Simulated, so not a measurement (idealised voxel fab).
Presented below is a process module, voxel wiring stack.
Cross-section cut spans 290 nm and uses square cells 5 nm in size.
Heads up, the way a cross-section reads in here is a grid of square cells, handed over as bands from the top down, with every band being one or more rows of cells.
The entry gives the band's vertical extent as a top height and a bottom height in nm, then its horizontal make-up as materials from left to right, each with a width in nm. "empty" stands for empty space; a single material marked "throughout" fills the band edge to edge.
Heights are reckoned from 0. Under this level, the received wafer is all of one material. The bottommost band is open-ended downward, for example "from 0 down".
Think of "30->40" as a width that walks from the first number to the second as you go down the band, top row to bottom row, taking equal-sized steps from row to row.
Given "no change occurred" for a step, no cell of the cross-section differs between before and after that step.
"Closed void register": sealed empty spaces, 8 cells or more, no open way to top, listed width x height at distance, with distance from the left edge and width, height and distance in nm.
Read whatever lies past the settings on a step's line as the simulator's own remark about the step.
Steps that use a mask can have "overlay nm" on their line. It says how far the mask sat to the right of where it was meant to be. Negative means to the left.

[Steps planned for the process]
- 1: RECEIVE | material Si
- 2: CONFORMAL_DEP | material SiO2 | thk nm 15
- 3: CONFORMAL_DEP | material SiN | thk nm 5
- 4: DIRECTIONAL_DEP | material SiO2 | thk nm 15
- 5: PATTERN | tone open | mask id METAL_1 | material resist | width nm 20 | pitch nm 50 | thk nm 20 | overlay nm 0
- 6: DIRECTIONAL_ETCH | etch materials SiO2 | depth nm 15
- 7: DIRECTIONAL_ETCH | etch materials SiN | depth nm 5
- 8: STRIP | etch materials resist
- 9: CONFORMAL_DEP | material TiN | thk nm 5
- 10: FILL_DEP | material Cu | thk nm 5
- 11: CMP | height nm 35
- 12: CONFORMAL_DEP | material SiCN | thk nm 5
- 13: DIRECTIONAL_DEP | material SiO2 | thk nm 25
- 14: DIRECTIONAL_DEP | material aC | thk nm 15
- 15: PATTERN | tone open | mask id METAL_2_HOLES | material resist | width nm 15 | pitch nm 100 | thk nm 35 | overlay nm 0
- 16: DIRECTIONAL_ETCH | etch materials aC | depth nm 15
- 17: STRIP | etch materials resist
- 18: DIRECTIONAL_ETCH | etch materials SiO2 | depth nm 25
- 19: STRIP | etch materials aC
- 20: PATTERN | tone open | mask id METAL_2 | material resist | width nm 20 | pitch nm 50 | thk nm 15 | overlay nm 0
- 21: DIRECTIONAL_ETCH | etch materials SiO2 | depth nm 15
- 22: DIRECTIONAL_ETCH | etch materials SiCN | depth nm 5
- 23: STRIP | etch materials resist
- 24: CONFORMAL_DEP | material TiN | thk nm 5
- 25: FILL_DEP | material Ru | thk nm 10
- 26: CMP | height nm 65
- 27: CONFORMAL_DEP | material SiCN | thk nm 5
- 28: DIRECTIONAL_DEP | material lowk | thk nm 30
- 29: PATTERN | tone open | mask id METAL_3_HOLES | material resist | width nm 15 | pitch nm 100 | thk nm 20 | overlay nm 0
- 30: DIRECTIONAL_ETCH | etch materials lowk | depth nm 30
- 31: STRIP | etch materials resist
- 32: MASKED_ETCH | tone open | mask id METAL_3 | width nm 20 | pitch nm 50 | etch materials lowk | depth nm 20 | overlay nm 0
- 33: MASKED_ETCH | tone open | mask id METAL_3 | width nm 20 | pitch nm 50 | etch materials SiCN | depth nm 5 | overlay nm 0
- 34: CONFORMAL_DEP | material TiN | thk nm 5
- 35: FILL_DEP | material Ru | thk nm 10
- 36: CMP | height nm 100
- 37: CONFORMAL_DEP | material SiCN | thk nm 5
- 38: DIRECTIONAL_DEP | material lowk | thk nm 10
- 39: MASKED_ETCH | tone open | mask id PLUG_3 | width nm 15 | pitch nm 50 | etch materials lowk | depth nm 10 | overlay nm 0
- 40: MASKED_ETCH | tone open | mask id PLUG_3 | width nm 15 | pitch nm 50 | etch materials SiCN | depth nm 5 | overlay nm 0
- 41: EPI | material Ru | thk nm 10
- 42: EPI | material Ru | thk nm 5
- 43: CONFORMAL_DEP | material SiN | thk nm 5
- 44: DIRECTIONAL_DEP | material lowk | thk nm 15
- 45: DIRECTIONAL_DEP | material aC | thk nm 15
- 46: PATTERN | tone open | mask id METAL_4 | material resist | width nm 20 | pitch nm 50 | thk nm 35 | overlay nm 0
- 47: DIRECTIONAL_ETCH | etch materials aC | depth nm 15
- 48: STRIP | etch materials resist
- 49: DIRECTIONAL_ETCH | etch materials lowk | depth nm 15
- 50: DIRECTIONAL_ETCH | etch materials SiN | depth nm 5
- 51: STRIP | etch materials aC
- 52: CONFORMAL_DEP | material TiN | thk nm 5
- 53: FILL_DEP | material Ru | thk nm 5
- 54: CMP | height nm 135
- 55: EPI | material Ru | thk nm 5
- 56: FILL_DEP | material SiCN | thk nm 5
Quick note for whoever runs this: the wafers start identical, but the thk nm at step 12 isn't the same across them. The plan just shows what the first wafer had.

[The first of several wafers as received, shown in cross-section; this is its state after step 1]
from 0 down: Si throughout
Closed void register: none

[For your reference, the table is organized with a row per wafer; each row reflects the wafer at the end of the module, indicating for each material the cells gained (+) or lost (-) since receipt, and thereafter its closed voids]
thk nm 5, +18 Cu, +105 Ru, +251 SiCN, +92 SiN, +554 SiO2, +138 TiN, +524 lowk, Closed void register: none
thk nm 10, +18 Cu, +99 Ru, +309 SiCN, +92 SiN, +508 SiO2, +132 TiN, +524 lowk, Closed void register: none
thk nm 15, +18 Cu, +93 Ru, +367 SiCN, +92 SiN, +462 SiO2, +126 TiN, +524 lowk, Closed void register: none
thk nm 20, +18 Cu, +91 Ru, +425 SiCN, +92 SiN, +416 SiO2, +116 TiN, +524 lowk, Closed void register: none
